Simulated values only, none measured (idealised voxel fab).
process module | voxel trench capacitor
cross-section cut | 215 nm wide | cells 5 nm
A cross-section is a grid of square cells, given in bands from the top down. A band is one or more rows of cells.
Each band's line starts with the height of the band's top and of its bottom, in nm. Then come its materials from left to right, each with its width in nm. One material with "throughout" fills the band from edge to edge. "air" is empty space.
Height 0 is the level under which the wafer as received is all one material. The lowest band goes on downwards, as in "0 down".
A width such as "30 to 40" changes by the same amount from each row of cells to the next, from the band's top row to its bottom row.
"no change" after a step means that no cell of the cross-section changed.
closed voids: empty space of 8 cells or more with no open way to the top, each as width x height at its distance from the left edge, in nm
after a step's settings: what the simulator itself notes on the step
overlay nm, on a step with a mask: how far to the right of its planned place the mask lay; to the left if negative
plan
1 op RECEIVE | material Si
2 op CONFORMAL_DEP | material SiN | thk nm 10
3 op MASKED_ETCH | tone open | mask id TRENCH | width nm 30 | pitch nm 45 | etch materials SiN | depth nm 10 | overlay nm 0
4 op MASKED_ETCH | tone open | mask id TRENCH | width nm 30 | pitch nm 45 | etch materials Si | depth nm 25 | overlay nm 0
5 op CONFORMAL_DEP | material Al2O3 | thk nm 5
6 op CONFORMAL_DEP | material TiN | thk nm 5
7 op FILL_DEP | material W | thk nm 5
8 op CMP | height nm 10
as received, after step 1
  0 down: Si throughout
  closed voids: none
a wafer at the end: this start, this plan, one mistake
  10 to 0: SiN 50 | Al2O3 5 | TiN 5 | W 5 | TiN 5 | Al2O3 5 | SiN 20 | Al2O3 5 | TiN 5 | W 5 | TiN 5 | Al2O3 5 | SiN 20 | Al2O3 5 | TiN 5 | W 5 | TiN 5 | Al2O3 5 | SiN 50
  0 to -15: Si 50 | Al2O3 5 | TiN 5 | W 5 | TiN 5 | Al2O3 5 | Si 20 | Al2O3 5 | TiN 5 | W 5 | TiN 5 | Al2O3 5 | Si 20 | Al2O3 5 | TiN 5 | W 5 | TiN 5 | Al2O3 5 | Si 50
  -15 to -20: Si 50 | Al2O3 5 | TiN 15 | Al2O3 5 | Si 20 | Al2O3 5 | TiN 15 | Al2O3 5 | Si 20 | Al2O3 5 | TiN 15 | Al2O3 5 | Si 50
  -20 to -25: Si 50 | Al2O3 25 | Si 20 | Al2O3 25 | Si 20 | Al2O3 25 | Si 50
  -25 down: Si throughout
  closed voids: none
what went wrong: step 3 ran as: op MASKED_ETCH | tone open | mask id TRENCH | width nm 25 | pitch nm 45 | etch materials SiN | depth nm 10 | overlay nm 0
